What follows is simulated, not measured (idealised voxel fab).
process module | voxel gate over fins
cross-section cut | 225 nm wide | cells 5 nm
A cross-section is a grid of square cells, given in bands from the top down. A band is one or more rows of cells.
Each band's line starts with the height of the band's top and of its bottom, in nm. Then come its materials from left to right, each with its width in nm. One material with "throughout" fills the band from edge to edge. "air" is empty space.
Height 0 is the level under which the wafer as received is all one material. The lowest band goes on downwards, as in "0 down".
A width such as "30 to 40" changes by the same amount from each row of cells to the next, from the band's top row to its bottom row.
"no change" after a step means that no cell of the cross-section changed.
closed voids: empty space of 8 cells or more with no open way to the top, each as width x height at its distance from the left edge, in nm
after a step's settings: what the simulator itself notes on the step
overlay nm, on a step with a mask: how far to the right of its planned place the mask lay; to the left if negative
plan
1 op RECEIVE | material Si
2 op CONFORMAL_DEP | material SiN | thk nm 5
3 op PATTERN | tone cover | mask id FINS | material resist | width nm 15 | pitch nm 45 | thk nm 15 | overlay nm 0
4 op DIRECTIONAL_ETCH | etch materials SiN | depth nm 5
5 op DIRECTIONAL_ETCH | etch materials Si | depth nm 30
6 op STRIP | etch materials resist
7 op OXIDIZE | depth nm 5
8 op FILL_DEP | material SiO2 | thk nm 10
9 op CMP | height nm 5
10 op SELECTIVE_ETCH | etch materials SiO2 | depth nm 20
11 op STRIP | etch materials SiN
12 op CONFORMAL_DEP | material HfO2 | thk nm 5
13 op CONFORMAL_DEP | material TiN | thk nm 5
14 op CONFORMAL_DEP | material TiAl | thk nm 5
15 op CONFORMAL_DEP | material TiN | thk nm 5
16 op FILL_DEP | material W | thk nm 15
17 op CMP | height nm 30
18 op CONFORMAL_DEP | material SiCN | thk nm 5
varied across the wafers: thk nm of step 18. The plan shows the first wafer's value. All wafers start alike
first wafer as received, after step 1
  0 down: Si throughout
  closed voids: none
first wafer at the end, after step 18
  35 to 30: SiCN throughout
  30 to 20: W throughout
  20 to 15: W 20 | TiN 180 | W 25
  15 to 10: W 20 | TiN 5 | TiAl 35 | TiN 10 | TiAl 35 | TiN 10 | TiAl 35 | TiN 10 | TiAl 35 | TiN 5 | W 25
  10 to 5: W 20 | TiN 5 | TiAl 5 | TiN 25 | TiAl 5 | TiN 10 | TiAl 5 | TiN 25 | TiAl 5 | TiN 10 | TiAl 5 | TiN 25 | TiAl 5 | TiN 10 | TiAl 5 | TiN 25 | TiAl 5 | TiN 5 | W 25
  5 to 0: TiN 25 | TiAl 5 | TiN 5 | HfO2 15 | TiN 5 | TiAl 5 | TiN 10 | TiAl 5 | TiN 5 | HfO2 15 | TiN 5 | TiAl 5 | TiN 10 | TiAl 5 | TiN 5 | HfO2 15 | TiN 5 | TiAl 5 | TiN 10 | TiAl 5 | TiN 5 | HfO2 15 | TiN 5 | TiAl 5 | TiN 30
  0 to -5: TiAl 30 | TiN 5 | HfO2 5 | Si 5 | HfO2 5 | TiN 5 | TiAl 20 | TiN 5 | HfO2 5 | Si 5 | HfO2 5 | TiN 5 | TiAl 20 | TiN 5 | HfO2 5 | Si 5 | HfO2 5 | TiN 5 | TiAl 20 | TiN 5 | HfO2 5 | Si 5 | HfO2 5 | TiN 5 | TiAl 35
  -5 to -10: TiN 35 | HfO2 5 | Si 5 | HfO2 5 | TiN 30 | HfO2 5 | Si 5 | HfO2 5 | TiN 30 | HfO2 5 | Si 5 | HfO2 5 | TiN 30 | HfO2 5 | Si 5 | HfO2 5 | TiN 40
  -10 to -15: HfO2 40 | Si 5 | HfO2 40 | Si 5 | HfO2 40 | Si 5 | HfO2 40 | Si 5 | HfO2 45
  -15 to -35: SiO2 40 | Si 5 | SiO2 40 | Si 5 | SiO2 40 | Si 5 | SiO2 40 | Si 5 | SiO2 45
  -35 down: Si throughout
  closed voids: none
last wafer at the end
  50 to 30: SiCN throughout
  30 to 20: W throughout
  20 to 15: W 20 | TiN 180 | W 25
  15 to 10: W 20 | TiN 5 | TiAl 35 | TiN 10 | TiAl 35 | TiN 10 | TiAl 35 | TiN 10 | TiAl 35 | TiN 5 | W 25
  10 to 5: W 20 | TiN 5 | TiAl 5 | TiN 25 | TiAl 5 | TiN 10 | TiAl 5 | TiN 25 | TiAl 5 | TiN 10 | TiAl 5 | TiN 25 | TiAl 5 | TiN 10 | TiAl 5 | TiN 25 | TiAl 5 | TiN 5 | W 25
  5 to 0: TiN 25 | TiAl 5 | TiN 5 | HfO2 15 | TiN 5 | TiAl 5 | TiN 10 | TiAl 5 | TiN 5 | HfO2 15 | TiN 5 | TiAl 5 | TiN 10 | TiAl 5 | TiN 5 | HfO2 15 | TiN 5 | TiAl 5 | TiN 10 | TiAl 5 | TiN 5 | HfO2 15 | TiN 5 | TiAl 5 | TiN 30
  0 to -5: TiAl 30 | TiN 5 | HfO2 5 | Si 5 | HfO2 5 | TiN 5 | TiAl 20 | TiN 5 | HfO2 5 | Si 5 | HfO2 5 | TiN 5 | TiAl 20 | TiN 5 | HfO2 5 | Si 5 | HfO2 5 | TiN 5 | TiAl 20 | TiN 5 | HfO2 5 | Si 5 | HfO2 5 | TiN 5 | TiAl 35
  -5 to -10: TiN 35 | HfO2 5 | Si 5 | HfO2 5 | TiN 30 | HfO2 5 | Si 5 | HfO2 5 | TiN 30 | HfO2 5 | Si 5 | HfO2 5 | TiN 30 | HfO2 5 | Si 5 | HfO2 5 | TiN 40
  -10 to -15: HfO2 40 | Si 5 | HfO2 40 | Si 5 | HfO2 40 | Si 5 | HfO2 40 | Si 5 | HfO2 45
  -15 to -35: SiO2 40 | Si 5 | SiO2 40 | Si 5 | SiO2 40 | Si 5 | SiO2 40 | Si 5 | SiO2 45
  -35 down: Si throughout
  closed voids: none
each wafer at the end: cells of each material gained (+) or lost (-) since it was received, then its closed voids
thk nm 5 | +69 HfO2 | -287 Si | +45 SiCN | +164 SiO2 | +69 TiAl | +138 TiN | +117 W | closed voids: none
thk nm 10 | +69 HfO2 | -287 Si | +90 SiCN | +164 SiO2 | +69 TiAl | +138 TiN | +117 W | closed voids: none
thk nm 15 | +69 HfO2 | -287 Si | +135 SiCN | +164 SiO2 | +69 TiAl | +138 TiN | +117 W | closed voids: none
thk nm 20 | +69 HfO2 | -287 Si | +180 SiCN | +164 SiO2 | +69 TiAl | +138 TiN | +117 W | closed voids: none
